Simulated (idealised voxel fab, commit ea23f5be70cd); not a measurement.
The process module presented herein is designated voxel self aligned vias.
Shown is cross-section cut, with a width of 225 nm and square cells of size 5 nm.
Cross-section format: a grid of square cells, given as bands from top to bottom; each band is one or more rows of cells. What a band's entry tells you: where the top is and where the bottom is, as heights in nm, and after that what lies inside, material by material from left to right, each with its width in nm. Empty space is written as the word "air", and a single material marked with the word "throughout" occupies the band from edge to edge. Zero point of the height axis is 0; under it, received wafer = one material. Lowest band: continues down indefinitely, "0 down". Note: "30->40" means the width goes from the first number (top row of the band) to the second number (bottom row) in equal steps per row of cells. Any step labelled "everything unchanged" changed none of the cells in the cross-section. Enclosed voids (no open way to top), threshold 8 cells or more, entry "Non-vented voids", notation width x height at distance, distance from left edge, nm. That trailing text on a step's line, after the settings, is the simulator's own remark on the step. overlay nm: mask right of planned place by this much (step with mask). Neg. = left.

Process steps - plan
| 1 | RECEIVE | material Si |
| 2 | CONFORMAL_DEP | material SiO2 | thk nm 15 |
| 3 | CONFORMAL_DEP | material SiCN | thk nm 5 |
| 4 | DIRECTIONAL_DEP | material SiO2 | thk nm 20 |
| 5 | PATTERN | tone open | mask id LINES | material resist | width nm 20 | pitch nm 50 | thk nm 20 | overlay nm 0 |
| 6 | DIRECTIONAL_ETCH | etch materials SiO2 | depth nm 20 |
| 7 | STRIP | etch materials resist |
| 8 | CONFORMAL_DEP | material TiN | thk nm 5 |
| 9 | FILL_DEP | material Ru | thk nm 5 |
| 10 | CMP | height nm 40 |
| 11 | SELECTIVE_ETCH | etch materials W Ru TiN | depth nm 5 |
| 12 | FILL_DEP | material SiN | thk nm 5 |
| 13 | CMP | height nm 40 |
| 14 | DIRECTIONAL_DEP | material SiO2 | thk nm 15 |
| 15 | DIRECTIONAL_DEP | material aC | thk nm 10 |
| 16 | PATTERN | tone open | mask id VIAS | material resist | width nm 30 | pitch nm 50 | thk nm 25 | overlay nm 0 |
| 17 | DIRECTIONAL_ETCH | etch materials aC | depth nm 10 |
| 18 | STRIP | etch materials resist |
| 19 | DIRECTIONAL_ETCH | etch materials SiO2 | depth nm 15 |
| 20 | DIRECTIONAL_ETCH | etch materials SiN | depth nm 5 |
| 21 | STRIP | etch materials aC |
| 22 | CONFORMAL_DEP | material TiN | thk nm 5 |
| 23 | FILL_DEP | material Ru | thk nm 5 |
| 24 | CMP | height nm 55 |
| 25 | CONFORMAL_DEP | material SiN | thk nm 5 |

This is the cross-section of the wafer as we received it, i.e. after step 1
    0 down = Si throughout
    Non-vented voids: none

Here's the cross-section of the first of our two wafers at the end of the module - it ran as planned
    60 to 55 = SiN throughout
    55 to 45 = SiO2=45 | TiN=5 | Ru=20 | TiN=5 | SiO2=20 | TiN=5 | Ru=20 | TiN=5 | SiO2=20 | TiN=5 | Ru=20 | TiN=5 | SiO2=50
    45 to 40 = SiO2=45 | TiN=10 | Ru=10 | TiN=10 | SiO2=20 | TiN=10 | Ru=10 | TiN=10 | SiO2=20 | TiN=10 | Ru=10 | TiN=10 | SiO2=50
    40 to 35 = SiO2=50 | TiN=20 | SiO2=30 | TiN=20 | SiO2=30 | TiN=20 | SiO2=55
    35 to 25 = SiO2=50 | TiN=5 | Ru=10 | TiN=5 | SiO2=30 | TiN=5 | Ru=10 | TiN=5 | SiO2=30 | TiN=5 | Ru=10 | TiN=5 | SiO2=55
    25 to 20 = SiO2=50 | TiN=20 | SiO2=30 | TiN=20 | SiO2=30 | TiN=20 | SiO2=55
    20 to 15 = SiCN throughout
    15 to 0 = SiO2 throughout
    0 down = Si throughout
    Non-vented voids: none

Second wafer cross-section at end of module - shared start and plan with the first, one mistake in the run
    60 to 55 = SiN throughout
    55 to 45 = SiO2=45 | TiN=5 | Ru=20 | TiN=5 | SiO2=20 | TiN=5 | Ru=20 | TiN=5 | SiO2=20 | TiN=5 | Ru=20 | TiN=5 | SiO2=50
    45 to 40 = SiO2=45 | TiN=10 | Ru=10 | TiN=10 | SiO2=20 | TiN=10 | Ru=10 | TiN=10 | SiO2=20 | TiN=10 | Ru=10 | TiN=10 | SiO2=50
    40 to 35 = SiO2=50 | TiN=20 | SiO2=30 | TiN=20 | SiO2=30 | TiN=20 | SiO2=55
    35 to 25 = SiO2=50 | TiN=5 | Ru=10 | TiN=5 | SiO2=30 | TiN=5 | Ru=10 | TiN=5 | SiO2=30 | TiN=5 | Ru=10 | TiN=5 | SiO2=55
    25 to 20 = SiO2=50 | TiN=20 | SiO2=30 | TiN=20 | SiO2=30 | TiN=20 | SiO2=55
    20 to 5 = SiO2 throughout
    5 to 0 = SiCN throughout
    0 down = Si throughout
    Non-vented voids: none
Processing error: sequence error: steps 2 and 3 interchanged
In the final comparison it is observed that the number of cells assigned to each material is identical for the two wafers, whereas their placement is not.
